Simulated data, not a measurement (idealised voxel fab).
Process module, titled voxel capacitor over wiring
225 nm wide, 5 nm square cells: that's cross-section cut.
Format of a cross-section: grid, square cells. Given as bands. Order: top down. Band: one or more rows of cells.
It is stipulated that each band's entry specify, in nanometres, the height of the top of the band and then that of its bottom, followed by the materials of the band in left-to-right sequence, each together with its width in nanometres. A single material marked by the word "everywhere" is understood to fill the band from edge to edge; the word "blank" is understood to denote empty space.
Beneath 0, the wafer as received is one material, and that level is where height counting begins. The lowest band goes on downward without a bottom; it is written like "0 and below".
Think of "30..40" as a width that walks from the first number to the second as you go down the band, top row to bottom row, taking equal-sized steps from row to row.
Given "no alterations made" for a step, no cell of the cross-section differs between before and after that step.
Under "Closed internal voids" you'll find the enclosed gaps, the ones with no way out to the top, that are 8 cells or bigger; each reads width x height at distance, with distance counted from the left edge, everything in nm.
Anything after a step's settings on that line? It's the simulator's own note about the step.
overlay nm: mask offset rightward from planned place, masked step; negative means leftward offset.
The following list gives the planned process steps
| 1 | RECEIVE: material Si |
| 2 | CONFORMAL_DEP: material SiO2, thk nm 10 |
| 3 | DIRECTIONAL_DEP: material TiN, thk nm 5 |
| 4 | DIRECTIONAL_DEP: material Ru, thk nm 20 |
| 5 | PATTERN: tone cover, mask id METAL_1, material resist, width nm 25, pitch nm 85, thk nm 15, overlay nm 0 |
| 6 | DIRECTIONAL_ETCH: etch materials Ru, depth nm 20 |
| 7 | DIRECTIONAL_ETCH: etch materials TiN, depth nm 5 |
| 8 | STRIP: etch materials resist |
| 9 | CONFORMAL_DEP: material SiN, thk nm 5 |
| 10 | FILL_DEP: material SiO2, thk nm 5 |
| 11 | CMP: height nm 35 |
| 12 | CONFORMAL_DEP: material SiCN, thk nm 5 |
| 13 | DIRECTIONAL_DEP: material lowk, thk nm 20 |
| 14 | DIRECTIONAL_DEP: material aC, thk nm 15 |
| 15 | PATTERN: tone open, mask id PLUG_1, material resist, width nm 15, thk nm 30, overlay nm 0 |
| 16 | DIRECTIONAL_ETCH: etch materials aC, depth nm 15 |
| 17 | STRIP: etch materials resist |
| 18 | DIRECTIONAL_ETCH: etch materials lowk, depth nm 20 |
| 19 | DIRECTIONAL_ETCH: etch materials SiCN, depth nm 5 |
| 20 | STRIP: etch materials aC |
| 21 | CONFORMAL_DEP: material TiN, thk nm 5 |
| 22 | FILL_DEP: material W, thk nm 5 |
| 23 | CMP: height nm 60 |
| 24 | DIRECTIONAL_DEP: material TiN, thk nm 10 |
| 25 | DIRECTIONAL_DEP: material SiN, thk nm 5 |
| 26 | DIRECTIONAL_DEP: material TiN, thk nm 10 |
| 27 | MASKED_ETCH: tone cover, mask id UPPER_PLATE, width nm 65, etch materials TiN, depth nm 10, overlay nm 0 |
| 28 | MASKED_ETCH: tone cover, mask id UPPER_PLATE, width nm 65, etch materials SiN, depth nm 5, overlay nm 0 |
| 29 | DIRECTIONAL_DEP: material aC, thk nm 15 |
| 30 | PATTERN: tone cover, mask id LOWER_PLATE, material resist, width nm 75, thk nm 30, overlay nm 0 |
| 31 | DIRECTIONAL_ETCH: etch materials aC, depth nm 15 |
| 32 | STRIP: etch materials resist |
| 33 | DIRECTIONAL_ETCH: etch materials TiN, depth nm 10 |
| 34 | STRIP: etch materials aC |
| 35 | FILL_DEP: material SiO2, thk nm 15 |
| 36 | CMP: height nm 95 |
| 37 | PATTERN: tone open, mask id PLUG_2, material resist, width nm 15, thk nm 15, overlay nm 0 |
| 38 | DIRECTIONAL_ETCH: etch materials SiO2, depth nm 10 |
| 39 | STRIP: etch materials resist |
| 40 | CONFORMAL_DEP: material TiN, thk nm 5 |
| 41 | FILL_DEP: material Cu, thk nm 10 |
| 42 | CMP: height nm 95 |
| 43 | CONFORMAL_DEP: material SiCN, thk nm 5 |
What follows covers the first of two wafers; it ran as planned
Incoming wafer, cross-sectional view, post step 1
    0 and below: Si everywhere
    Closed internal voids: none
Cross-section of the wafer after step 2
    10 down to 0: SiO2 everywhere
    For the remainder of the cross-section, below 0, there is no change.
Cross-section of the wafer after step 3
    15 down to 10: TiN everywhere
    For the remainder of the cross-section, below 10, there is no change.
Cross-section of the wafer after step 4
    35 down to 15: Ru everywhere
    For the remainder of the cross-section, below 15, there is no change.
Cross-section of the wafer after step 5
    50 down to 35: blank: 55 / resist: 25 / blank: 60 / resist: 25 / blank: 60
    For the remainder of the cross-section, below 35, there is no change.
Cross-section of the wafer after step 6
    50 down to 35: blank: 55 / resist: 25 / blank: 60 / resist: 25 / blank: 60
    35 down to 15: blank: 55 / Ru: 25 / blank: 60 / Ru: 25 / blank: 60
    For the remainder of the cross-section, below 15, there is no change.
Cross-section of the wafer after step 7
    50 down to 35: blank: 55 / resist: 25 / blank: 60 / resist: 25 / blank: 60
    35 down to 15: blank: 55 / Ru: 25 / blank: 60 / Ru: 25 / blank: 60
    15 down to 10: blank: 55 / TiN: 25 / blank: 60 / TiN: 25 / blank: 60
    For the remainder of the cross-section, below 10, there is no change.
Cross-section of the wafer after step 8
    35 down to 15: blank: 55 / Ru: 25 / blank: 60 / Ru: 25 / blank: 60
    For the remainder of the cross-section, below 15, there is no change.
Cross-section of the wafer after step 9
    40 down to 35: blank: 50 / SiN: 35 / blank: 50 / SiN: 35 / blank: 55
    35 down to 15: blank: 50 / SiN: 5 / Ru: 25 / SiN: 5 / blank: 50 / SiN: 5 / Ru: 25 / SiN: 5 / blank: 55
    15 down to 10: SiN: 55 / TiN: 25 / SiN: 60 / TiN: 25 / SiN: 60
    For the remainder of the cross-section, below 10, there is no change.
Cross-section of the wafer after step 10
    45 down to 40: SiO2 everywhere
    40 down to 35: SiO2: 50 / SiN: 35 / SiO2: 50 / SiN: 35 / SiO2: 55
    35 down to 15: SiO2: 50 / SiN: 5 / Ru: 25 / SiN: 5 / SiO2: 50 / SiN: 5 / Ru: 25 / SiN: 5 / SiO2: 55
    For the remainder of the cross-section, below 15, there is no change.
Cross-section of the wafer after step 11
    35 down to 15: SiO2: 50 / SiN: 5 / Ru: 25 / SiN: 5 / SiO2: 50 / SiN: 5 / Ru: 25 / SiN: 5 / SiO2: 55
    For the remainder of the cross-section, below 15, there is no change.
Cross-section of the wafer after step 12
    40 down to 35: SiCN everywhere
    For the remainder of the cross-section, below 35, there is no change.
Cross-section of the wafer after step 13
    60 down to 40: lowk everywhere
    For the remainder of the cross-section, below 40, there is no change.
Cross-section of the wafer after step 14
    75 down to 60: aC everywhere
    For the remainder of the cross-section, below 60, there is no change.
Cross-section of the wafer after step 15
    105 down to 75: resist: 65 / blank: 15 / resist: 145
    For the remainder of the cross-section, below 75, there is no change.
Cross-section of the wafer after step 16
    90 down to 75: resist: 65 / blank: 15 / resist: 145
    75 down to 60: aC: 65 / blank: 15 / aC: 145
    For the remainder of the cross-section, below 60, there is no change.
Cross-section of the wafer after step 17
    75 down to 60: aC: 65 / blank: 15 / aC: 145
    For the remainder of the cross-section, below 60, there is no change.
Cross-section of the wafer after step 18
    75 down to 60: aC: 65 / blank: 15 / aC: 145
    60 down to 40: lowk: 65 / blank: 15 / lowk: 145
    For the remainder of the cross-section, below 40, there is no change.
Cross-section of the wafer after step 19
    75 down to 60: aC: 65 / blank: 15 / aC: 145
    60 down to 40: lowk: 65 / blank: 15 / lowk: 145
    40 down to 35: SiCN: 65 / blank: 15 / SiCN: 145
    For the remainder of the cross-section, below 35, there is no change.
Cross-section of the wafer after step 20
    60 down to 40: lowk: 65 / blank: 15 / lowk: 145
    For the remainder of the cross-section, below 40, there is no change.
Cross-section of the wafer after step 21
    65 down to 60: TiN: 70 / blank: 5 / TiN: 150
    60 down to 40: lowk: 65 / TiN: 5 / blank: 5 / TiN: 5 / lowk: 145
    40 down to 35: SiCN: 65 / TiN: 15 / SiCN: 145
    For the remainder of the cross-section, below 35, there is no change.
Cross-section of the wafer after step 22
    70 down to 65: W everywhere
    65 down to 60: TiN: 70 / W: 5 / TiN: 150
    60 down to 40: lowk: 65 / TiN: 5 / W: 5 / TiN: 5 / lowk: 145
    For the remainder of the cross-section, below 40, there is no change.
Cross-section of the wafer after step 23
    60 down to 40: lowk: 65 / TiN: 5 / W: 5 / TiN: 5 / lowk: 145
    For the remainder of the cross-section, below 40, there is no change.
Cross-section of the wafer after step 24
    70 down to 60: TiN everywhere
    For the remainder of the cross-section, below 60, there is no change.
Cross-section of the wafer after step 25
    75 down to 70: SiN everywhere
    For the remainder of the cross-section, below 70, there is no change.
Cross-section of the wafer after step 26
    85 down to 75: TiN everywhere
    For the remainder of the cross-section, below 75, there is no change.
Cross-section of the wafer after step 27
    85 down to 75: blank: 65 / TiN: 65 / blank: 95
    For the remainder of the cross-section, below 75, there is no change.
Cross-section of the wafer after step 28
    85 down to 75: blank: 65 / TiN: 65 / blank: 95
    75 down to 70: blank: 65 / SiN: 65 / blank: 95
    For the remainder of the cross-section, below 70, there is no change.
Cross-section of the wafer after step 29
    100 down to 85: blank: 65 / aC: 65 / blank: 95
    85 down to 75: aC: 65 / TiN: 65 / aC: 95
    75 down to 70: aC: 65 / SiN: 65 / aC: 95
    For the remainder of the cross-section, below 70, there is no change.
Cross-section of the wafer after step 30
    130 down to 100: blank: 60 / resist: 75 / blank: 90
    100 down to 85: blank: 60 / resist: 5 / aC: 65 / resist: 5 / blank: 90
    For the remainder of the cross-section, below 85, there is no change.
Cross-section of the wafer after step 31
    115 down to 100: blank: 60 / resist: 75 / blank: 90
    100 down to 85: blank: 60 / resist: 5 / aC: 65 / resist: 5 / blank: 90
    85 down to 75: blank: 60 / aC: 5 / TiN: 65 / aC: 5 / blank: 90
    75 down to 70: blank: 60 / aC: 5 / SiN: 65 / aC: 5 / blank: 90
    For the remainder of the cross-section, below 70, there is no change.
Cross-section of the wafer after step 32
    100 down to 85: blank: 65 / aC: 65 / blank: 95
    For the remainder of the cross-section, below 85, there is no change.
Cross-section of the wafer after step 33
    100 down to 85: blank: 65 / aC: 65 / blank: 95
    85 down to 75: blank: 60 / aC: 5 / TiN: 65 / aC: 5 / blank: 90
    75 down to 70: blank: 60 / aC: 5 / SiN: 65 / aC: 5 / blank: 90
    70 down to 60: blank: 60 / TiN: 75 / blank: 90
    For the remainder of the cross-section, below 60, there is no change.
Cross-section of the wafer after step 34
    85 down to 75: blank: 65 / TiN: 65 / blank: 95
    75 down to 70: blank: 65 / SiN: 65 / blank: 95
    For the remainder of the cross-section, below 70, there is no change.
Cross-section of the wafer after step 35
    100 down to 85: SiO2 everywhere
    85 down to 75: SiO2: 65 / TiN: 65 / SiO2: 95
    75 down to 70: SiO2: 65 / SiN: 65 / SiO2: 95
    70 down to 60: SiO2: 60 / TiN: 75 / SiO2: 90
    For the remainder of the cross-section, below 60, there is no change.
Cross-section of the wafer after step 36
    95 down to 85: SiO2 everywhere
    For the remainder of the cross-section, below 85, there is no change.
Cross-section of the wafer after step 37
    110 down to 95: resist: 75 / blank: 15 / resist: 135
    For the remainder of the cross-section, below 95, there is no change.
Cross-section of the wafer after step 38
    110 down to 95: resist: 75 / blank: 15 / resist: 135
    95 down to 85: SiO2: 75 / blank: 15 / SiO2: 135
    For the remainder of the cross-section, below 85, there is no change.
Cross-section of the wafer after step 39
    95 down to 85: SiO2: 75 / blank: 15 / SiO2: 135
    For the remainder of the cross-section, below 85, there is no change.
Cross-section of the wafer after step 40
    100 down to 95: TiN: 80 / blank: 5 / TiN: 140
    95 down to 90: SiO2: 75 / TiN: 5 / blank: 5 / TiN: 5 / SiO2: 135
    90 down to 85: SiO2: 75 / TiN: 15 / SiO2: 135
    For the remainder of the cross-section, below 85, there is no change.
Cross-section of the wafer after step 41
    110 down to 100: Cu everywhere
    100 down to 95: TiN: 80 / Cu: 5 / TiN: 140
    95 down to 90: SiO2: 75 / TiN: 5 / Cu: 5 / TiN: 5 / SiO2: 135
    For the remainder of the cross-section, below 90, there is no change.
Cross-section of the wafer after step 42
    95 down to 90: SiO2: 75 / TiN: 5 / Cu: 5 / TiN: 5 / SiO2: 135
    For the remainder of the cross-section, below 90, there is no change.
Cross-section of the wafer after step 43
    100 down to 95: SiCN everywhere
    For the remainder of the cross-section, below 95, there is no change.
It is to be noted that the second wafer proceeded from the same initial state and according to the same plan as the first, although one mistake was committed in its execution; through step 24, inclusive, the two wafers share an identical history
Cross-section of the second wafer at the time by which step 25 should have been completed according to the plan: no alterations made
Cross-section of the second wafer at the time by which step 26 should have been completed according to the plan
    80 down to 60: TiN everywhere
    For the remainder of the cross-section, below 60, there is no change.
Cross-section of the second wafer at the time by which step 27 should have been completed according to the plan
    80 down to 70: blank: 65 / TiN: 65 / blank: 95
    For the remainder of the cross-section, below 70, there is no change.
Cross-section of the second wafer at the time by which step 28 should have been completed according to the plan: no alterations made
Cross-section of the second wafer at the time by which step 29 should have been completed according to the plan
    95 down to 85: blank: 65 / aC: 65 / blank: 95
    85 down to 80: aC everywhere
    80 down to 70: aC: 65 / TiN: 65 / aC: 95
    For the remainder of the cross-section, below 70, there is no change.
Cross-section of the second wafer at the time by which step 30 should have been completed according to the plan
    125 down to 95: blank: 60 / resist: 75 / blank: 90
    95 down to 85: blank: 60 / resist: 5 / aC: 65 / resist: 5 / blank: 90
    For the remainder of the cross-section, below 85, there is no change.
Cross-section of the second wafer at the time by which step 31 should have been completed according to the plan
    110 down to 95: blank: 60 / resist: 75 / blank: 90
    95 down to 85: blank: 60 / resist: 5 / aC: 65 / resist: 5 / blank: 90
    85 down to 80: blank: 60 / aC: 75 / blank: 90
    80 down to 70: blank: 60 / aC: 5 / TiN: 65 / aC: 5 / blank: 90
    For the remainder of the cross-section, below 70, there is no change.
Cross-section of the second wafer at the time by which step 32 should have been completed according to the plan
    95 down to 85: blank: 65 / aC: 65 / blank: 95
    For the remainder of the cross-section, below 85, there is no change.
Cross-section of the second wafer at the time by which step 33 should have been completed according to the plan
    95 down to 85: blank: 65 / aC: 65 / blank: 95
    85 down to 80: blank: 60 / aC: 75 / blank: 90
    80 down to 70: blank: 60 / aC: 5 / TiN: 65 / aC: 5 / blank: 90
    70 down to 60: blank: 60 / TiN: 75 / blank: 90
    For the remainder of the cross-section, below 60, there is no change.
Cross-section of the second wafer at the time by which step 34 should have been completed according to the plan
    80 down to 70: blank: 65 / TiN: 65 / blank: 95
    For the remainder of the cross-section, below 70, there is no change.
Cross-section of the second wafer at the time by which step 35 should have been completed according to the plan
    95 down to 80: SiO2 everywhere
    80 down to 70: SiO2: 65 / TiN: 65 / SiO2: 95
    70 down to 60: SiO2: 60 / TiN: 75 / SiO2: 90
    For the remainder of the cross-section, below 60, there is no change.
Cross-section of the second wafer at the time by which step 36 should have been completed according to the plan: no alterations made
Cross-section of the second wafer at the time by which step 37 should have been completed according to the plan
    110 down to 95: resist: 75 / blank: 15 / resist: 135
    For the remainder of the cross-section, below 95, there is no change.
Cross-section of the second wafer at the time by which step 38 should have been completed according to the plan
    110 down to 95: resist: 75 / blank: 15 / resist: 135
    95 down to 85: SiO2: 75 / blank: 15 / SiO2: 135
    For the remainder of the cross-section, below 85, there is no change.
Cross-section of the second wafer at the time by which step 39 should have been completed according to the plan
    95 down to 85: SiO2: 75 / blank: 15 / SiO2: 135
    For the remainder of the cross-section, below 85, there is no change.
Cross-section of the second wafer at the time by which step 40 should have been completed according to the plan
    100 down to 95: TiN: 80 / blank: 5 / TiN: 140
    95 down to 90: SiO2: 75 / TiN: 5 / blank: 5 / TiN: 5 / SiO2: 135
    90 down to 85: SiO2: 75 / TiN: 15 / SiO2: 135
    For the remainder of the cross-section, below 85, there is no change.
Cross-section of the second wafer at the time by which step 41 should have been completed according to the plan
    110 down to 100: Cu everywhere
    100 down to 95: TiN: 80 / Cu: 5 / TiN: 140
    95 down to 90: SiO2: 75 / TiN: 5 / Cu: 5 / TiN: 5 / SiO2: 135
    For the remainder of the cross-section, below 90, there is no change.
Cross-section of the second wafer at the time by which step 42 should have been completed according to the plan
    95 down to 90: SiO2: 75 / TiN: 5 / Cu: 5 / TiN: 5 / SiO2: 135
    For the remainder of the cross-section, below 90, there is no change.
Cross-section of the second wafer at the time by which step 43 should have been completed according to the plan
    100 down to 95: SiCN everywhere
    For the remainder of the cross-section, below 95, there is no change.
Misprocessing identified: step 25 was dropped from the plan's execution and never run
FYI, end of process, the second wafer has more or fewer cells of some materials than the first: SiN: 13 fewer | SiO2: 13 more
